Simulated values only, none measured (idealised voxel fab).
process module | voxel transistor to metal
cross-section cut | 170 nm wide | cells 5 nm
A cross-section is a grid of square cells, given in bands from the top down. A band is one or more rows of cells.
Each band's line starts with the height of the band's top and of its bottom, in nm. Then come its materials from left to right, each with its width in nm. One material with "throughout" fills the band from edge to edge. "air" is empty space.
Height 0 is the level under which the wafer as received is all one material. The lowest band goes on downwards, as in "0 down".
A width such as "30 to 40" changes by the same amount from each row of cells to the next, from the band's top row to its bottom row.
"no change" after a step means that no cell of the cross-section changed.
closed voids: empty space of 8 cells or more with no open way to the top, each as width x height at its distance from the left edge, in nm
after a step's settings: what the simulator itself notes on the step
overlay nm, on a step with a mask: how far to the right of its planned place the mask lay; to the left if negative
plan
1 op RECEIVE | material Si
2 op CONFORMAL_DEP | material SiO2 | thk nm 5
3 op CONFORMAL_DEP | material SiN | thk nm 10
4 op DIRECTIONAL_DEP | material aC | thk nm 10
5 op PATTERN | tone cover | mask id ACTIVE | material resist | width nm 110 | thk nm 25 | overlay nm 0
6 op DIRECTIONAL_ETCH | etch materials aC | depth nm 10
7 op STRIP | etch materials resist
8 op DIRECTIONAL_ETCH | etch materials SiN | depth nm 10
9 op DIRECTIONAL_ETCH | etch materials SiO2 | depth nm 5
10 op DIRECTIONAL_ETCH | etch materials Si | depth nm 20
11 op STRIP | etch materials aC
12 op FILL_DEP | material SiO2 | thk nm 15
13 op CMP | height nm 15
14 op SELECTIVE_ETCH | etch materials SiO2 | depth nm 5
15 op STRIP | etch materials SiN
16 op SELECTIVE_ETCH | etch materials SiO2 | depth nm 5
17 op OXIDIZE | depth nm 5
18 op DIRECTIONAL_DEP | material polySi | thk nm 30
19 op DIRECTIONAL_DEP | material SiCN | thk nm 15
20 op MASKED_ETCH | tone cover | mask id GATE | width nm 30 | etch materials SiCN | depth nm 25 | overlay nm 0
21 op MASKED_ETCH | tone cover | mask id GATE | width nm 30 | etch materials polySi | depth nm 40 | overlay nm 0
22 op CONFORMAL_DEP | material SiN | thk nm 5
23 op DIRECTIONAL_ETCH | etch materials SiN | depth nm 5
24 op DIRECTIONAL_ETCH | etch materials SiO2 | depth nm 5
25 op DIRECTIONAL_ETCH | etch materials Si | depth nm 15
26 op EPI | material pSi | thk nm 15
27 op FILL_DEP | material SiO2 | thk nm 10
28 op CMP | height nm 30
29 op STRIP | etch materials polySi
30 op SELECTIVE_ETCH | etch materials SiO2 | depth nm 5
31 op CONFORMAL_DEP | material HfO2 | thk nm 5
32 op CONFORMAL_DEP | material TiN | thk nm 5
33 op FILL_DEP | material W | thk nm 5
34 op CMP | height nm 25
35 op DIRECTIONAL_DEP | material SiO2 | thk nm 10
36 op PATTERN | tone open | mask id CONTACT | material resist | width nm 15 | pitch nm 75 | thk nm 20 | overlay nm 0
37 op DIRECTIONAL_ETCH | etch materials SiO2 | depth nm 40
38 op STRIP | etch materials resist
39 op CONFORMAL_DEP | material TiN | thk nm 5
40 op FILL_DEP | material Ru | thk nm 10
41 op CMP | height nm 35
42 op DIRECTIONAL_DEP | material TiN | thk nm 5
43 op DIRECTIONAL_DEP | material W | thk nm 25
44 op DIRECTIONAL_DEP | material aC | thk nm 15
45 op PATTERN | tone cover | mask id METAL_1 | material resist | width nm 15 | pitch nm 75 | thk nm 30 | overlay nm 0
46 op DIRECTIONAL_ETCH | etch materials aC | depth nm 15
47 op STRIP | etch materials resist
48 op DIRECTIONAL_ETCH | etch materials W | depth nm 25
49 op DIRECTIONAL_ETCH | etch materials TiN | depth nm 5
50 op STRIP | etch materials aC
51 op CONFORMAL_DEP | material SiCN | thk nm 5
52 op FILL_DEP | material lowk | thk nm 10
53 op CMP | height nm 65
54 op CONFORMAL_DEP | material SiCN | thk nm 5
as received, after step 1
  0 down: Si throughout
  closed voids: none
first wafer at the end, as planned
  70 to 65: SiCN throughout
  65 to 40: lowk 35 | SiCN 5 | W 15 | SiCN 5 | lowk 50 | SiCN 5 | W 15 | SiCN 5 | lowk 35
  40 to 35: SiCN 40 | TiN 15 | SiCN 60 | TiN 15 | SiCN 40
  35 to 25: SiO2 40 | TiN 5 | Ru 5 | TiN 5 | SiO2 60 | TiN 5 | Ru 5 | TiN 5 | SiO2 40
  25 to 15: SiO2 40 | TiN 5 | Ru 5 | TiN 5 | SiO2 10 | SiN 5 | HfO2 5 | TiN 5 | W 10 | TiN 5 | HfO2 5 | SiN 5 | SiO2 10 | TiN 5 | Ru 5 | TiN 5 | SiO2 40
  15 to 10: SiO2 40 | TiN 15 | SiO2 10 | SiN 5 | HfO2 5 | TiN 5 | W 10 | TiN 5 | HfO2 5 | SiN 5 | SiO2 10 | TiN 15 | SiO2 40
  10 to 5: SiO2 40 | TiN 10 | pSi 15 | SiN 5 | HfO2 5 | TiN 5 | W 10 | TiN 5 | HfO2 5 | SiN 5 | pSi 15 | TiN 10 | SiO2 40
  5 to 0: SiO2 25 | SiN 5 | SiO2 10 | TiN 10 | pSi 15 | SiN 5 | HfO2 5 | TiN 20 | HfO2 5 | SiN 5 | pSi 15 | TiN 10 | SiO2 10 | SiN 5 | SiO2 25
  0 to -5: SiO2 40 | TiN 10 | pSi 15 | HfO2 40 | pSi 15 | TiN 10 | SiO2 40
  -5 to -20: SiO2 30 | pSi 35 | Si 40 | pSi 35 | SiO2 30
  -20 down: Si throughout
  closed voids: none
second wafer at the end: like start, like plan, one mistake
  70 to 65: SiCN throughout
  65 to 40: lowk 35 | SiO2 5 | W 15 | SiO2 5 | lowk 50 | SiO2 5 | W 15 | SiO2 5 | lowk 35
  40 to 35: SiO2 40 | TiN 15 | SiO2 60 | TiN 15 | SiO2 40
  35 to 25: SiO2 40 | TiN 5 | Ru 5 | TiN 5 | SiO2 60 | TiN 5 | Ru 5 | TiN 5 | SiO2 40
  25 to 15: SiO2 40 | TiN 5 | Ru 5 | TiN 5 | SiO2 10 | SiN 5 | HfO2 5 | TiN 5 | W 10 | TiN 5 | HfO2 5 | SiN 5 | SiO2 10 | TiN 5 | Ru 5 | TiN 5 | SiO2 40
  15 to 10: SiO2 40 | TiN 15 | SiO2 10 | SiN 5 | HfO2 5 | TiN 5 | W 10 | TiN 5 | HfO2 5 | SiN 5 | SiO2 10 | TiN 15 | SiO2 40
  10 to 5: SiO2 40 | TiN 10 | pSi 15 | SiN 5 | HfO2 5 | TiN 5 | W 10 | TiN 5 | HfO2 5 | SiN 5 | pSi 15 | TiN 10 | SiO2 40
  5 to 0: SiO2 25 | SiN 5 | SiO2 10 | TiN 10 | pSi 15 | SiN 5 | HfO2 5 | TiN 20 | HfO2 5 | SiN 5 | pSi 15 | TiN 10 | SiO2 10 | SiN 5 | SiO2 25
  0 to -5: SiO2 40 | TiN 10 | pSi 15 | HfO2 40 | pSi 15 | TiN 10 | SiO2 40
  -5 to -20: SiO2 30 | pSi 35 | Si 40 | pSi 35 | SiO2 30
  -20 down: Si throughout
  closed voids: none
what went wrong: step 51 ran as: op CONFORMAL_DEP | material SiO2 | thk nm 5
at the end the second wafer has, in cells: 48 fewer of SiCN | 48 more of SiO2
